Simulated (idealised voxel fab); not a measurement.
process module | voxel wiring stack
cross-section cut | 260 nm wide | cells 5 nm
A cross-section is a grid of square cells, given in bands from the top down. A band is one or more rows of cells.
Each band's line starts with the height of the band's top and of its bottom, in nm. Then come its materials from left to right, each with its width in nm. One material with "throughout" fills the band from edge to edge. "air" is empty space.
Height 0 is the level under which the wafer as received is all one material. The lowest band goes on downwards, as in "0 down".
A width such as "30 to 40" changes by the same amount from each row of cells to the next, from the band's top row to its bottom row.
"no change" after a step means that no cell of the cross-section changed.
closed voids: empty space of 8 cells or more with no open way to the top, each as width x height at its distance from the left edge, in nm
after a step's settings: what the simulator itself notes on the step
overlay nm, on a step with a mask: how far to the right of its planned place the mask lay; to the left if negative
plan
1 op RECEIVE | material Si
2 op CONFORMAL_DEP | material SiO2 | thk nm 15
3 op DIRECTIONAL_DEP | material TiN | thk nm 5
4 op DIRECTIONAL_DEP | material Ru | thk nm 15
5 op PATTERN | tone cover | mask id METAL_1 | material resist | width nm 20 | pitch nm 45 | thk nm 20 | overlay nm 0
6 op DIRECTIONAL_ETCH | etch materials Ru | depth nm 15
7 op DIRECTIONAL_ETCH | etch materials TiN | depth nm 5
8 op STRIP | etch materials resist
9 op CONFORMAL_DEP | material SiN | thk nm 5
10 op FILL_DEP | material SiO2 | thk nm 10
11 op CMP | height nm 35
12 op CONFORMAL_DEP | material SiCN | thk nm 5
13 op DIRECTIONAL_DEP | material SiO2 | thk nm 30
14 op MASKED_ETCH | tone open | mask id METAL_2_HOLES | width nm 15 | pitch nm 45 | etch materials SiO2 | depth nm 30 | overlay nm 0
15 op MASKED_ETCH | tone open | mask id METAL_2 | width nm 20 | pitch nm 45 | etch materials SiO2 | depth nm 15 | overlay nm 0
16 op MASKED_ETCH | tone open | mask id METAL_2 | width nm 20 | pitch nm 45 | etch materials SiCN | depth nm 5 | overlay nm 0
17 op CONFORMAL_DEP | material TiN | thk nm 5
18 op FILL_DEP | material Ru | thk nm 10
19 op CMP | height nm 70
20 op CONFORMAL_DEP | material SiCN | thk nm 5
as received, after step 1
  0 down: Si throughout
  closed voids: none
a wafer at the end: this start, this plan, one mistake
  75 to 70: SiCN throughout
  70 to 60: SiO2 50 | TiN 5 | Ru 10 | TiN 5 | SiO2 25 | TiN 5 | Ru 10 | TiN 5 | SiO2 25 | TiN 5 | Ru 10 | TiN 5 | SiO2 25 | TiN 5 | Ru 10 | TiN 5 | SiO2 55
  60 to 55: SiO2 50 | TiN 5 | Ru 5 | TiN 10 | SiO2 25 | TiN 5 | Ru 5 | TiN 10 | SiO2 25 | TiN 5 | Ru 5 | TiN 10 | SiO2 25 | TiN 5 | Ru 5 | TiN 10 | SiO2 55
  55 to 40: SiO2 50 | TiN 5 | Ru 5 | TiN 5 | SiO2 30 | TiN 5 | Ru 5 | TiN 5 | SiO2 30 | TiN 5 | Ru 5 | TiN 5 | SiO2 30 | TiN 5 | Ru 5 | TiN 5 | SiO2 60
  40 to 35: SiCN 50 | TiN 15 | SiCN 30 | TiN 15 | SiCN 30 | TiN 15 | SiCN 30 | TiN 15 | SiCN 60
  35 to 30: SiO2 45 | SiN 30 | SiO2 15 | SiN 30 | SiO2 15 | SiN 30 | SiO2 15 | SiN 30 | SiO2 50
  30 to 20: SiO2 45 | SiN 5 | Ru 20 | SiN 5 | SiO2 15 | SiN 5 | Ru 20 | SiN 5 | SiO2 15 | SiN 5 | Ru 20 | SiN 5 | SiO2 15 | SiN 5 | Ru 20 | SiN 5 | SiO2 50
  20 to 15: SiN 50 | Ru 20 | SiN 25 | Ru 20 | SiN 25 | Ru 20 | SiN 25 | Ru 20 | SiN 55
  15 to 0: SiO2 throughout
  0 down: Si throughout
  closed voids: none
what went wrong: step 3 was left out
